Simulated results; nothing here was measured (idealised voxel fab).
Process module name: voxel self aligned vias
For reference, the cross-section in this document is cut, with width 170 nm and square cells of 5 nm.
Cross-section spec: square-cell grid; bands listed top down; each band is one or more rows. It is stipulated that each band's entry specify, in nanometres, the height of the top of the band and then that of its bottom, followed by the materials of the band in left-to-right sequence, each together with its width in nanometres. A single material marked by the word "edge to edge" is understood to fill the band from edge to edge; the word "empty" is understood to denote empty space. A quick word on heights: they are counted from 0, and under that level the wafer as it came to us is one material throughout. The lowest band is different from the rest in having no bottom; it simply continues downward, written as in "0..down". Width: "30..40" (first number = top row, second number = bottom row, same change from row to row of cells). Where the words "all unchanged" appear for a step, the cross-section shows no cell changed by that step; every cell remained as before. Listed in "Closed void list": every empty space of 8 or more cells without an open way to the top. Form: width x height at distance, the distance being from the left edge, all in nm. Note: text after step settings on the step line = simulator remark on that step. Regarding "overlay nm": on a step with a mask, it is the distance the mask lay to the right of its planned place; a negative value places it to the left.
Intended process steps
1: RECEIVE (material Si)
2: CONFORMAL_DEP (material SiO2; thk nm 15)
3: CONFORMAL_DEP (material SiCN; thk nm 5)
4: DIRECTIONAL_DEP (material lowk; thk nm 20)
5: PATTERN (tone open; mask id LINES; material resist; width nm 20; pitch nm 55; thk nm 20; overlay nm 0)
6: DIRECTIONAL_ETCH (etch materials lowk; depth nm 20)
7: STRIP (etch materials resist)
8: CONFORMAL_DEP (material TiN; thk nm 5)
9: FILL_DEP (material Ru; thk nm 5)
10: CMP (height nm 40)
11: SELECTIVE_ETCH (etch materials W Ru TiN; depth nm 10)
12: FILL_DEP (material SiN; thk nm 10)
13: CMP (height nm 40)
14: DIRECTIONAL_DEP (material lowk; thk nm 20)
15: MASKED_ETCH (tone open; mask id VIAS; width nm 30; pitch nm 110; etch materials lowk; depth nm 20; overlay nm 0)
16: MASKED_ETCH (tone open; mask id VIAS; width nm 30; pitch nm 110; etch materials SiN; depth nm 10; overlay nm 0)
17: CONFORMAL_DEP (material TiN; thk nm 5)
18: FILL_DEP (material Ru; thk nm 10)
19: CMP (height nm 60)
20: CONFORMAL_DEP (material SiN; thk nm 5)
Wafer cross-section on receipt, i.e. after step 1
> 0..down: Si edge to edge
> Closed void list: none
Wafer at module end, in section. Began as above, planned as above, run with one mistake
> 65..60: SiN edge to edge
> 60..45: lowk 15; TiN 5; Ru 20; TiN 5; lowk 80; TiN 5; Ru 20; TiN 5; lowk 15
> 45..40: lowk 15; TiN 15; Ru 10; TiN 5; lowk 80; TiN 15; Ru 10; TiN 5; lowk 15
> 40..35: lowk 25; TiN 5; Ru 10; TiN 5; lowk 35; SiN 20; lowk 35; TiN 5; Ru 10; TiN 5; lowk 15
> 35..30: lowk 25; TiN 20; lowk 35; SiN 20; lowk 35; TiN 20; lowk 15
> 30..25: lowk 25; TiN 5; Ru 10; TiN 5; lowk 35; TiN 5; Ru 10; TiN 5; lowk 35; TiN 5; Ru 10; TiN 5; lowk 15
> 25..20: lowk 25; TiN 20; lowk 35; TiN 20; lowk 35; TiN 20; lowk 15
> 20..15: SiCN edge to edge
> 15..0: SiO2 edge to edge
> 0..down: Si edge to edge
> Closed void list: none
Processing error: so step 5 ended up running with a different setting than we planned, it ran as PATTERN (tone open; mask id LINES; material resist; width nm 20; pitch nm 55; thk nm 20; overlay nm 5)
